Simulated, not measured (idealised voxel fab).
A process module follows: voxel wiring stack.
270 nm wide, 5 nm square cells: that's cross-section cut.
For the purposes of this document, a cross-section shall be understood as a grid of square cells, specified as bands listed in top-to-bottom order, each band consisting of one or more rows of cells. This entry defines a band. It first specifies the height of the band's top and the height of its bottom in nm, and then specifies the band's materials from left to right, stating each material with its width in nm. The word "everywhere" identifies a single material that fills the band from edge to edge, while the word "air" identifies empty space. Ref level 0: as-received wafer is one material below here. Bottom band extends down with no lower bound ("top 0, no bottom"). A width given as "30..40" starts at the first number in the band's top row and ends at the second number in its bottom row, shifting by an equal amount at every step from row to row. Key: "no change" - step with no changed cell in the cross-section. Empty spaces without an open route to the top, at least 8 cells in extent, make up the entry "Enclosed void listing"; each is given as width x height at distance, where the distance is measured from the left edge, and all are in nm. after a step's settings: what the simulator itself notes on the step. For masked steps, "overlay nm" on the step line gives how far right of plan the mask actually lay; a minus sign means it lay to the left.
# Planned process steps
1 RECEIVE (material Si)
2 CONFORMAL_DEP (material SiO2; thk nm 10)
3 DIRECTIONAL_DEP (material TiN; thk nm 5)
4 DIRECTIONAL_DEP (material Ru; thk nm 25)
5 DIRECTIONAL_DEP (material aC; thk nm 10)
6 PATTERN (tone cover; mask id METAL_1; material resist; width nm 20; pitch nm 45; thk nm 25; overlay nm 0)
7 DIRECTIONAL_ETCH (etch materials aC; depth nm 10)
8 STRIP (etch materials resist)
9 DIRECTIONAL_ETCH (etch materials Ru; depth nm 25)
10 DIRECTIONAL_ETCH (etch materials TiN; depth nm 5)
11 STRIP (etch materials aC)
12 CONFORMAL_DEP (material SiCN; thk nm 5)
13 FILL_DEP (material SiO2; thk nm 10)
14 CMP (height nm 40)
15 CONFORMAL_DEP (material SiCN; thk nm 5)
16 DIRECTIONAL_DEP (material lowk; thk nm 10)
17 PATTERN (tone open; mask id PLUG_1; material resist; width nm 15; pitch nm 90; thk nm 20; overlay nm 0)
18 DIRECTIONAL_ETCH (etch materials lowk; depth nm 10)
19 DIRECTIONAL_ETCH (etch materials SiCN; depth nm 5)
20 STRIP (etch materials resist)
21 CONFORMAL_DEP (material TiN; thk nm 5)
22 FILL_DEP (material Ru; thk nm 10)
23 CMP (height nm 55)
24 CONFORMAL_DEP (material SiCN; thk nm 5)
25 DIRECTIONAL_DEP (material lowk; thk nm 20)
26 PATTERN (tone open; mask id METAL_2; material resist; width nm 20; pitch nm 45; thk nm 15; overlay nm 0)
27 DIRECTIONAL_ETCH (etch materials lowk; depth nm 20)
28 DIRECTIONAL_ETCH (etch materials SiCN; depth nm 5)
29 STRIP (etch materials resist)
30 CONFORMAL_DEP (material TiN; thk nm 5)
31 FILL_DEP (material W; thk nm 10)
32 CMP (height nm 80)
33 CONFORMAL_DEP (material SiCN; thk nm 5)
34 DIRECTIONAL_DEP (material lowk; thk nm 30)
35 DIRECTIONAL_DEP (material aC; thk nm 10)
36 PATTERN (tone open; mask id METAL_3; material resist; width nm 20; pitch nm 45; thk nm 30; overlay nm 0)
37 DIRECTIONAL_ETCH (etch materials aC; depth nm 10)
38 STRIP (etch materials resist)
39 DIRECTIONAL_ETCH (etch materials lowk; depth nm 20)
40 STRIP (etch materials aC)
41 DIRECTIONAL_DEP (material aC; thk nm 10)
42 PATTERN (tone open; mask id METAL_3_HOLES; material resist; width nm 15; pitch nm 90; thk nm 30; overlay nm 0)
43 DIRECTIONAL_ETCH (etch materials aC; depth nm 10)
44 STRIP (etch materials resist)
45 DIRECTIONAL_ETCH (etch materials lowk; depth nm 10)
46 DIRECTIONAL_ETCH (etch materials SiCN; depth nm 5)
47 STRIP (etch materials aC)
48 CONFORMAL_DEP (material TiN; thk nm 5)
49 FILL_DEP (material Ru; thk nm 10)
50 CMP (height nm 115)
51 CONFORMAL_DEP (material SiCN; thk nm 5)
52 DIRECTIONAL_DEP (material SiO2; thk nm 10)
53 DIRECTIONAL_DEP (material aC; thk nm 15)
54 PATTERN (tone open; mask id PLUG_3; material resist; width nm 15; pitch nm 45; thk nm 35; overlay nm 0)
55 DIRECTIONAL_ETCH (etch materials aC; depth nm 15)
56 STRIP (etch materials resist)
57 DIRECTIONAL_ETCH (etch materials SiO2; depth nm 10)
58 DIRECTIONAL_ETCH (etch materials SiCN; depth nm 5)
59 STRIP (etch materials aC)
60 EPI (material Ru; thk nm 10)
61 EPI (material Ru; thk nm 5)
62 CONFORMAL_DEP (material SiCN; thk nm 5)
63 DIRECTIONAL_DEP (material SiO2; thk nm 20)
64 PATTERN (tone open; mask id METAL_4; material resist; width nm 20; pitch nm 45; thk nm 20; overlay nm 0)
65 DIRECTIONAL_ETCH (etch materials SiO2; depth nm 20)
66 DIRECTIONAL_ETCH (etch materials SiCN; depth nm 5)
67 STRIP (etch materials resist)
68 CONFORMAL_DEP (material TiN; thk nm 5)
69 FILL_DEP (material W; thk nm 5)
70 CMP (height nm 155)
71 CONFORMAL_DEP (material SiCN; thk nm 5)
# Step 1 complete: cross-section of the wafer as received
	top 0, no bottom | Si everywhere
	Enclosed void listing: none
# Final cross-section, module run with one mistake (start and plan as above)
	top 160, bottom 155 | SiCN everywhere
	top 155, bottom 135 | SiO2: 55, TiN: 5, W: 10, TiN: 5, SiO2: 25, TiN: 5, W: 10, TiN: 5, SiO2: 25, TiN: 5, W: 10, TiN: 5, SiO2: 25, TiN: 5, W: 10, TiN: 5, SiO2: 60
	top 135, bottom 125 | SiCN: 55..60, TiN: 20..5, SiCN: 25..40, TiN: 20..5, SiCN: 25..40, TiN: 20..5, SiCN: 25..40, TiN: 20..5, SiCN: 60..70
	top 125, bottom 115 | SiO2 everywhere
	top 115, bottom 100 | lowk: 55, TiN: 5, Ru: 10, TiN: 5, lowk: 25, TiN: 5, Ru: 10, TiN: 5, lowk: 25, TiN: 5, Ru: 10, TiN: 5, lowk: 25, TiN: 5, Ru: 10, TiN: 5, lowk: 60
	top 100, bottom 95 | lowk: 55, TiN: 5, Ru: 5, TiN: 10, lowk: 25, TiN: 20, lowk: 25, TiN: 5, Ru: 5, TiN: 10, lowk: 25, TiN: 20, lowk: 60
	top 95, bottom 85 | lowk: 55, TiN: 5, Ru: 5, TiN: 5, lowk: 75, TiN: 5, Ru: 5, TiN: 5, lowk: 110
	top 85, bottom 80 | SiCN: 55, TiN: 15, SiCN: 75, TiN: 15, SiCN: 110
	top 80, bottom 60 | lowk: 55, TiN: 5, W: 10, TiN: 5, lowk: 25, TiN: 5, W: 10, TiN: 5, lowk: 25, TiN: 5, W: 10, TiN: 5, lowk: 25, TiN: 5, W: 10, TiN: 5, lowk: 60
	top 60, bottom 55 | SiCN: 55, TiN: 20, SiCN: 25, TiN: 20, SiCN: 25, TiN: 20, SiCN: 25, TiN: 20, SiCN: 60
	top 55, bottom 45 | lowk: 55, TiN: 5, Ru: 5, TiN: 5, lowk: 75, TiN: 5, Ru: 5, TiN: 5, lowk: 110
	top 45, bottom 40 | SiCN: 55, TiN: 15, SiCN: 75, TiN: 15, SiCN: 110
	top 40, bottom 15 | SiO2: 50, SiCN: 5, Ru: 20, SiCN: 5, SiO2: 15, SiCN: 5, Ru: 20, SiCN: 5, SiO2: 15, SiCN: 5, Ru: 20, SiCN: 5, SiO2: 15, SiCN: 5, Ru: 20, SiCN: 5, SiO2: 55
	top 15, bottom 10 | SiCN: 55, TiN: 20, SiCN: 25, TiN: 20, SiCN: 25, TiN: 20, SiCN: 25, TiN: 20, SiCN: 60
	top 10, bottom 0 | SiO2 everywhere
	top 0, no bottom | Si everywhere
	Enclosed void listing: none
Which mistake was made when the wafer was run? so 51 and 52 got swapped relative to the plan, each ran where the other was supposed to
